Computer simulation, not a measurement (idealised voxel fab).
You're looking at the process module voxel ribs on slabs.
This is section cut - it's 265 nm across, gridded in 5 nm square cells.
Throughout this document, each cross-section is represented as a grid of square cells and is presented as a sequence of bands enumerated from the top downward, where a band comprises one or more rows of cells. For a band, the entry starts with two heights in nm, that of the top and then that of the bottom, and carries on with the band's materials in order from left to right, each alongside its width in nm; the word "all across" beside a single material means it fills the band edge to edge, and "empty" means empty space. Where do heights start? At 0: under that level the wafer as delivered is made of one material only. And the lowest band has no floor; it just carries on downward, as in "top 0, no bottom". Width: "30..40" (first number = top row, second number = bottom row, same change from row to row of cells). A step reported as "nothing altered" is a step in which no cell of the cross-section changed. Entry "closed voids" = empty spaces >= 8 cells with no open way to the top; each as width x height at distance, distance from left edge, all nm. Whatever follows a step's settings on its line is a remark the simulator itself makes about that step. overlay nm: right-of-plan distance of the mask on a masked step; negative values mean left-of-plan.
List of planned process steps:
step 1: RECEIVE, material Si
step 2: DIRECTIONAL_DEP, material SiO2, thk nm 30
step 3: DIRECTIONAL_DEP, material polySi, thk nm 20
step 4: PATTERN, tone cover, mask id RIB, material resist, width nm 25, thk nm 20, overlay nm 0
step 5: DIRECTIONAL_ETCH, etch materials polySi, depth nm 10
step 6: STRIP, etch materials resist
step 7: MASKED_ETCH, tone cover, mask id SLAB, width nm 65, etch materials polySi, depth nm 10, overlay nm 0
step 8: FILL_DEP, material SiO2, thk nm 15
step 9: CMP, height nm 60
step 10: DIRECTIONAL_DEP, material W, thk nm 5
step 11: MASKED_ETCH, tone cover, mask id HEATER, width nm 35, etch materials W, depth nm 5, overlay nm 0
step 12: CONFORMAL_DEP, material SiN, thk nm 10
This is the cross-section of the wafer as we received it, i.e. after step 1:
> top 0, no bottom: Si all across
> closed voids: none
End-of-module cross-section. Starting structure and process plan as above; one mistake made in running it:
> top 75, bottom 70: empty 105  SiN 55  empty 105
> top 70, bottom 65: SiN all across
> top 65, bottom 60: SiN 115  W 35  SiN 115
> top 60, bottom 50: SiO2 100  polySi 65  SiO2 100
> top 50, bottom 30: polySi all across
> top 30, bottom 0: SiO2 all across
> top 0, no bottom: Si all across
> closed voids: none
What was done differently from what was planned? plan step 3 was twice executed
